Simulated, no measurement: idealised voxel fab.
Process module name: voxel self aligned vias
The cross-section shown here is cut; it is 270 nm wide and divided into square cells measuring 5 nm on a side.
In what follows, cross-sections appear as grids of square cells, described through bands that run from the top down, where every band is one or more rows of cells. A band entry consists of two parts. The first gives the height of the band's top and the height of its bottom, in nm. The rest lists the band's materials from left to right, each with its width in nm. A single material labelled with the word "throughout" fills the band from edge to edge, and the word "air" marks empty space. It should be noted that heights are counted from 0, beneath which the wafer as supplied is of one material throughout, and that the lowest band possesses no lower boundary but continues downward, as written in "0 down". Width: "30..40" (first number = top row, second number = bottom row, same change from row to row of cells). "no modification" (step): cross-section cells unchanged, all of them. Look at "Voids lacking openings" for the closed voids: empty spaces with no open path to the top, sized 8 cells or up. Each is width x height at distance, distance from the left edge, all nm. Formally, on a step line, whatever follows the settings is a remark that the simulator itself makes on the step. overlay nm: right-of-plan distance of the mask on a masked step; negative values mean left-of-plan.

HERE'S WHAT THE PLANNED PROCESS STEPS LOOK LIKE
step 1: RECEIVE (material Si)
step 2: CONFORMAL_DEP (material SiO2; thk nm 15)
step 3: CONFORMAL_DEP (material SiCN; thk nm 5)
step 4: DIRECTIONAL_DEP (material lowk; thk nm 30)
step 5: MASKED_ETCH (tone open; mask id LINES; width nm 25; pitch nm 75; etch materials lowk; depth nm 30; overlay nm 0)
step 6: CONFORMAL_DEP (material TiN; thk nm 5)
step 7: FILL_DEP (material W; thk nm 10)
step 8: CMP (height nm 50)
step 9: SELECTIVE_ETCH (etch materials W Ru TiN; depth nm 5)
step 10: FILL_DEP (material SiN; thk nm 5)
step 11: CMP (height nm 50)
step 12: DIRECTIONAL_DEP (material lowk; thk nm 15)
step 13: MASKED_ETCH (tone open; mask id VIAS; width nm 35; pitch nm 75; etch materials lowk; depth nm 15; overlay nm 0)
step 14: MASKED_ETCH (tone open; mask id VIAS; width nm 45; pitch nm 75; etch materials SiN; depth nm 5; overlay nm 0)
step 15: CONFORMAL_DEP (material TiN; thk nm 5)
step 16: FILL_DEP (material Cu; thk nm 10)
step 17: CMP (height nm 65)
step 18: CONFORMAL_DEP (material SiN; thk nm 5)
For this document, wafers share an identical start and vary in the step 13 width nm; the plan quotes the first wafer's value.

CROSS-SECTION OF THE FIRST INCOMING WAFER OF SEVERAL, STATE AFTER STEP 1
	0 down = Si throughout
	Voids lacking openings: none

BELOW IS A PER-WAFER TABLE. IN IT, EACH ROW DESCRIBES THE WAFER AT THE END OF THE MODULE BY GIVING, FOR EACH MATERIAL, THE NUMBER OF CELLS GAINED (+) OR LOST (-) SINCE THE WAFER WAS RECEIVED, AND AFTER THAT THE CLOSED VOIDS OF THE WAFER
width nm 35, +39 Cu, +54 SiCN, +54 SiN, +162 SiO2, +78 TiN, +36 W, +333 lowk, Voids lacking openings: none
width nm 40, +45 Cu, +54 SiCN, +54 SiN, +162 SiO2, +81 TiN, +36 W, +324 lowk, Voids lacking openings: none
width nm 45, +51 Cu, +54 SiCN, +54 SiN, +162 SiO2, +84 TiN, +36 W, +315 lowk, Voids lacking openings: none
width nm 50, +57 Cu, +54 SiCN, +54 SiN, +162 SiO2, +87 TiN, +36 W, +306 lowk, Voids lacking openings: none
width nm 55, +63 Cu, +54 SiCN, +54 SiN, +162 SiO2, +90 TiN, +36 W, +297 lowk, Voids lacking openings: none
width nm 60, +69 Cu, +54 SiCN, +54 SiN, +162 SiO2, +93 TiN, +36 W, +288 lowk, Voids lacking openings: none
